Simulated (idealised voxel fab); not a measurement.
process module | voxel fin reveal
cross-section cut | 200 nm wide | cells 5 nm
A cross-section is a grid of square cells, given in bands from the top down. A band is one or more rows of cells.
Each band's line starts with the height of the band's top and of its bottom, in nm. Then come its materials from left to right, each with its width in nm. One material with "throughout" fills the band from edge to edge. "air" is empty space.
Height 0 is the level under which the wafer as received is all one material. The lowest band goes on downwards, as in "0 down".
A width such as "30 to 40" changes by the same amount from each row of cells to the next, from the band's top row to its bottom row.
"no change" after a step means that no cell of the cross-section changed.
closed voids: empty space of 8 cells or more with no open way to the top, each as width x height at its distance from the left edge, in nm
after a step's settings: what the simulator itself notes on the step
overlay nm, on a step with a mask: how far to the right of its planned place the mask lay; to the left if negative
plan
1 op RECEIVE | material Si
2 op CONFORMAL_DEP | material SiN | thk nm 5
3 op PATTERN | tone cover | mask id FINS | material resist | width nm 15 | pitch nm 45 | thk nm 20 | overlay nm 0
4 op DIRECTIONAL_ETCH | etch materials SiN | depth nm 5
5 op DIRECTIONAL_ETCH | etch materials Si | depth nm 35
6 op STRIP | etch materials resist
7 op FILL_DEP | material SiO2 | thk nm 5
8 op CMP | height nm 5
9 op SELECTIVE_ETCH | etch materials SiO2 | depth nm 20
10 op STRIP | etch materials SiN
11 op CONFORMAL_DEP | material HfO2 | thk nm 5
as received, after step 1
  0 down: Si throughout
  closed voids: none
a wafer at the end: this start, this plan, one mistake
  5 to 0: air 60 | HfO2 35 | air 10 | HfO2 35 | air 60
  0 to -10: air 60 | HfO2 5 | Si 25 | HfO2 5 | air 10 | HfO2 5 | Si 25 | HfO2 5 | air 60
  -10 to -15: HfO2 65 | Si 25 | HfO2 20 | Si 25 | HfO2 65
  -15 to -35: SiO2 65 | Si 25 | SiO2 20 | Si 25 | SiO2 65
  -35 down: Si throughout
  closed voids: none
what went wrong: step 3 ran as: op PATTERN | tone cover | mask id FINS | material resist | width nm 25 | pitch nm 45 | thk nm 20 | overlay nm 0
